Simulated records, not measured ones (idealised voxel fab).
Herein follows the process module entitled voxel released beams.
The figure presents cross-section cut, which has a width of 180 nm and is divided into square cells with an edge length of 5 nm.
Cross-section format: a grid of square cells, given as bands from top to bottom; each band is one or more rows of cells.
Quick guide to a band line: top height, bottom height (nm) up front; then every material left to right with its width in nm. Only one material and it's marked "all across"? Then it fills the band edge to edge. And "blank" just means empty space.
Where do heights start? At 0: under that level the wafer as delivered is made of one material only. And the lowest band has no floor; it just carries on downward, as in "0 -> down".
It should be noted that a width expressed as "30..40" varies in equal increments from row to row of cells within the band, taking the value of the first number at the top row and that of the second number at the bottom row.
"nothing was modified" means the step left every cell of the cross-section as it was.
Heads up: "Fully sealed cavities" only lists the empty pockets with no open path to the top that are 8 cells or more, and it writes them as width x height at distance, distance from the left edge, in nm.
On a step's line, text after the settings is the simulator commenting on that step.
On any step carrying a mask, the "overlay nm" setting, if present on the step's line, tells how far right of its planned place the mask lay; negative values point to the left.
INTENDED PROCESS STEPS
| 1 | RECEIVE,material Si |
| 2 | CONFORMAL_DEP,material Al2O3,thk nm 10 |
| 3 | DIRECTIONAL_DEP,material SiO2,thk nm 10 |
| 4 | PATTERN,tone open,mask id ANCHOR,material resist,width nm 30,thk nm 15,overlay nm 0 |
| 5 | DIRECTIONAL_ETCH,etch materials SiO2,depth nm 10 |
| 6 | STRIP,etch materials resist |
| 7 | CONFORMAL_DEP,material SiN,thk nm 10 |
| 8 | PATTERN,tone cover,mask id BEAM,material resist,width nm 90,thk nm 20,overlay nm 0 |
| 9 | DIRECTIONAL_ETCH,etch materials SiN,depth nm 10 |
| 10 | STRIP,etch materials resist |
| 11 | STRIP,etch materials SiO2 |
Every wafer here starts from the same state; it is the step 8 width nm that distinguishes them, and the value the plan gives belongs to the first wafer.
CROSS-SECTION OF THE FIRST OF SEVERAL WAFERS ON RECEIPT, REFLECTING COMPLETION OF STEP 1
* 0 -> down  Si all across
* Fully sealed cavities: none
PER WAFER, END OF MODULE: CELLS GAINED (+) OR LOST (-) PER MATERIAL SINCE RECEIPT, THEN CLOSED VOIDS
width nm 90 | +72 Al2O3 | +44 SiN | Fully sealed cavities: none
width nm 95 | +72 Al2O3 | +46 SiN | Fully sealed cavities: none
width nm 100 | +72 Al2O3 | +48 SiN | Fully sealed cavities: none
width nm 105 | +72 Al2O3 | +50 SiN | Fully sealed cavities: none
width nm 110 | +72 Al2O3 | +52 SiN | Fully sealed cavities: none
width nm 115 | +72 Al2O3 | +54 SiN | Fully sealed cavities: none
